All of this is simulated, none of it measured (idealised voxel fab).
Name of the process module below: voxel gate over fins
The cross-section on display is named cut; it measures 275 nm wide, and its cells are 5 nm squares.
In this document a cross-section is written as a grid of square cells. It is given as a series of bands, listed from the top down, and a band is one or more rows of cells. Read a band's entry like this: the first values are the height of its top and the height of its bottom in nm, and what follows is the sequence of materials from left to right, each with its width in nm. Note that "air" is empty space, and that a single material marked "full width" reaches across the band from edge to edge. All heights in this document are referenced to 0, defined as the level beneath which the wafer, as received, consists entirely of one material. The lowest band is not bounded below; it extends indefinitely downward and is written in the form "from 0 down". The notation "30 to 40" denotes a width that varies across the rows of cells in the band, beginning at the first number in the top row, finishing at the second number in the bottom row, and changing by an identical amount from each row to the next. Any step labelled "left unchanged" changed none of the cells in the cross-section. Any empty space of 8 cells or more lacking an open way to the top shows up in "Closed voids list" as width x height at distance, distance from the left edge, in nm. On a step's line, text after the settings is the simulator commenting on that step. overlay nm: where the mask lay relative to plan, measured to the right, on steps with a mask; negatives go left.
### Steps planned for the process
1 RECEIVE | material Si
2 CONFORMAL_DEP | material SiN | thk nm 10
3 PATTERN | tone cover | mask id FINS | material resist | width nm 15 | pitch nm 50 | thk nm 15 | overlay nm 0
4 DIRECTIONAL_ETCH | etch materials SiN | depth nm 10
5 DIRECTIONAL_ETCH | etch materials Si | depth nm 40
6 STRIP | etch materials resist
7 OXIDIZE | depth nm 5
8 FILL_DEP | material SiO2 | thk nm 5
9 CMP | height nm 10
10 DIRECTIONAL_DEP | material aC | thk nm 10
11 PATTERN | tone open | mask id RAIL | material resist | width nm 15 | thk nm 30 | overlay nm 0
12 DIRECTIONAL_ETCH | etch materials aC | depth nm 10
13 STRIP | etch materials resist
14 DIRECTIONAL_ETCH | etch materials SiO2 | depth nm 45
15 STRIP | etch materials aC
16 CONFORMAL_DEP | material TiN | thk nm 5
17 FILL_DEP | material Ru | thk nm 5
18 CMP | height nm 10
19 SELECTIVE_ETCH | etch materials W Ru TiN | depth nm 30
20 FILL_DEP | material SiO2 | thk nm 5
21 CMP | height nm 10
22 SELECTIVE_ETCH | etch materials SiO2 | depth nm 20
23 STRIP | etch materials SiN
24 CONFORMAL_DEP | material HfO2 | thk nm 5
25 CONFORMAL_DEP | material TiN | thk nm 5
26 CONFORMAL_DEP | material TiAl | thk nm 5
27 CONFORMAL_DEP | material TiN | thk nm 5
28 FILL_DEP | material W | thk nm 15
29 CMP | height nm 30
30 CONFORMAL_DEP | material SiCN | thk nm 5
### Wafer at receipt (post step 1), cross-section
	from 0 down = Si full width
	Closed voids list: none
### End state of the module in cross-section, given the above starting point and plan and one mistake in execution
	from 35 to 30 = SiCN full width
	from 30 to 20 = W full width
	from 20 to 15 = W (40); TiN (45); W (5); TiN (45); W (5); TiN (45); W (5); TiN (45); W (40)
	from 15 to 10 = W (40); TiN (5); TiAl (35); TiN (5); W (5); TiN (5); TiAl (35); TiN (5); W (5); TiN (5); TiAl (35); TiN (5); W (5); TiN (5); TiAl (35); TiN (5); W (40)
	from 10 to 5 = TiN (45); TiAl (5); TiN (25); TiAl (5); TiN (15); TiAl (5); TiN (25); TiAl (5); TiN (15); TiAl (5); TiN (25); TiAl (5); TiN (15); TiAl (5); TiN (25); TiAl (5); TiN (45)
	from 5 to 0 = TiAl (50); TiN (5); HfO2 (15); TiN (5); TiAl (25); TiN (5); HfO2 (15); TiN (5); TiAl (25); TiN (5); HfO2 (15); TiN (5); TiAl (25); TiN (5); HfO2 (15); TiN (5); TiAl (50)
	from 0 to -5 = TiN (55); HfO2 (5); Si (5); HfO2 (5); TiN (35); HfO2 (5); Si (5); HfO2 (5); TiN (35); HfO2 (5); Si (5); HfO2 (5); TiN (35); HfO2 (5); Si (5); HfO2 (5); TiN (55)
	from -5 to -10 = HfO2 (60); Si (5); HfO2 (45); Si (5); HfO2 (45); Si (5); HfO2 (45); Si (5); HfO2 (60)
	from -10 to -20 = SiO2 (60); Si (5); SiO2 (45); Si (5); SiO2 (45); Si (5); SiO2 (45); Si (5); SiO2 (60)
	from -20 to -30 = SiO2 (60); Si (5); SiO2 (15); TiN (5); Ru (5); TiN (5); SiO2 (15); Si (5); SiO2 (45); Si (5); SiO2 (45); Si (5); SiO2 (60)
	from -30 to -35 = SiO2 (60); Si (5); SiO2 (15); TiN (15); SiO2 (15); Si (5); SiO2 (45); Si (5); SiO2 (45); Si (5); SiO2 (60)
	from -35 to -40 = SiO2 (60); Si (5); SiO2 (45); Si (5); SiO2 (45); Si (5); SiO2 (45); Si (5); SiO2 (60)
	from -40 down = Si full width
	Closed voids list: none
Heads up, the wafer didn't run the way we planned it: not per plan at step 5, really ran DIRECTIONAL_ETCH | etch materials Si | depth nm 35
